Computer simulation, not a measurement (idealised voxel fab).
Documented hereafter: the process module known as voxel capacitor over wiring.
The figure presents cross-section cut, which has a width of 260 nm and is divided into square cells with an edge length of 5 nm.
Cross-section, as written here: a square-cell grid given band by band from the top down, where a band holds one or more rows of cells. This entry defines a band. It first specifies the height of the band's top and the height of its bottom in nm, and then specifies the band's materials from left to right, stating each material with its width in nm. The word "everywhere" identifies a single material that fills the band from edge to edge, while the word "empty" identifies empty space. Counting heights begins at 0, where everything beneath is, in the wafer as received, one material. The lowest band has no bottom; it goes on downwards, as "0 down" shows. A two-number width, for instance "30->40", indicates that the width is equal to the first number in the top row of the band and to the second number in the bottom row, and that it changes by a constant amount per row of cells. Step marked "no alteration"? Then no cell in the cross-section changed in it. Empty spaces without an open route to the top, at least 8 cells in extent, make up the entry "closed voids"; each is given as width x height at distance, where the distance is measured from the left edge, and all are in nm. Heads up: the bit after the settings on a step's line is the simulator's remark on that step. overlay nm: on a step with a mask, how far right of its planned place the mask lay; negative means left.

The process steps that were planned are listed below:
1 RECEIVE,material Si
2 CONFORMAL_DEP,material SiO2,thk nm 15
3 DIRECTIONAL_DEP,material TiN,thk nm 5
4 DIRECTIONAL_DEP,material Ru,thk nm 25
5 PATTERN,tone cover,mask id METAL_1,material resist,width nm 25,pitch nm 95,thk nm 15,overlay nm 0
6 DIRECTIONAL_ETCH,etch materials Ru,depth nm 25
7 DIRECTIONAL_ETCH,etch materials TiN,depth nm 5
8 STRIP,etch materials resist
9 FILL_DEP,material SiO2,thk nm 5
10 CMP,height nm 45
11 CONFORMAL_DEP,material SiCN,thk nm 5
12 DIRECTIONAL_DEP,material SiO2,thk nm 10
13 DIRECTIONAL_DEP,material aC,thk nm 10
14 PATTERN,tone open,mask id PLUG_1,material resist,width nm 15,thk nm 25,overlay nm 0
15 DIRECTIONAL_ETCH,etch materials aC,depth nm 10
16 STRIP,etch materials resist
17 DIRECTIONAL_ETCH,etch materials SiO2,depth nm 10
18 DIRECTIONAL_ETCH,etch materials SiCN,depth nm 5
19 STRIP,etch materials aC
20 EPI,material Ru,thk nm 10
21 EPI,material Ru,thk nm 5
22 DIRECTIONAL_DEP,material TiN,thk nm 5
23 DIRECTIONAL_DEP,material Al2O3,thk nm 5
24 DIRECTIONAL_DEP,material TiN,thk nm 5
25 MASKED_ETCH,tone cover,mask id UPPER_PLATE,width nm 75,etch materials TiN,depth nm 5,overlay nm 0
26 MASKED_ETCH,tone cover,mask id UPPER_PLATE,width nm 75,etch materials Al2O3,depth nm 5,overlay nm 0
27 DIRECTIONAL_DEP,material aC,thk nm 15
28 PATTERN,tone cover,mask id LOWER_PLATE,material resist,width nm 85,thk nm 30,overlay nm 0
29 DIRECTIONAL_ETCH,etch materials aC,depth nm 15
30 STRIP,etch materials resist
31 DIRECTIONAL_ETCH,etch materials TiN,depth nm 5
32 STRIP,etch materials aC
33 FILL_DEP,material SiO2,thk nm 15
34 CMP,height nm 85
35 MASKED_ETCH,tone open,mask id PLUG_2,width nm 15,etch materials SiO2,depth nm 10,overlay nm 0
36 CONFORMAL_DEP,material TiN,thk nm 5
37 FILL_DEP,material W,thk nm 5
38 CMP,height nm 85
39 CONFORMAL_DEP,material SiN,thk nm 5

This is the cross-section of the wafer as we received it, i.e. after step 1:
* 0 down  Si everywhere
* closed voids: none

Same starting wafer, same plan as above, one mistake in the execution; this is the cross-section at the end of the module:
* 90 to 85  SiN everywhere
* 85 to 80  90 SiO2; 5 TiN; 5 W; 5 TiN; 155 SiO2
* 80 to 70  90->75 SiO2; 15->85 TiN; 155->100 SiO2
* 70 to 65  75 SiO2; 85 Al2O3; 100 SiO2
* 65 to 60  75 SiO2; 85 TiN; 100 SiO2
* 60 to 50  80 SiO2; 15 Ru; 165 SiO2
* 50 to 45  80 SiCN; 15 Ru; 165 SiCN
* 45 to 20  70 SiO2; 25 Ru; 70 SiO2; 25 Ru; 70 SiO2
* 20 to 15  70 SiO2; 25 TiN; 70 SiO2; 25 TiN; 70 SiO2
* 15 to 0  SiO2 everywhere
* 0 down  Si everywhere
* closed voids: none
In executing the process, a mistake was made relative to the plan: step 25 did not use the planned setting and instead ran as MASKED_ETCH,tone cover,mask id UPPER_PLATE,width nm 85,etch materials TiN,depth nm 5,overlay nm 0
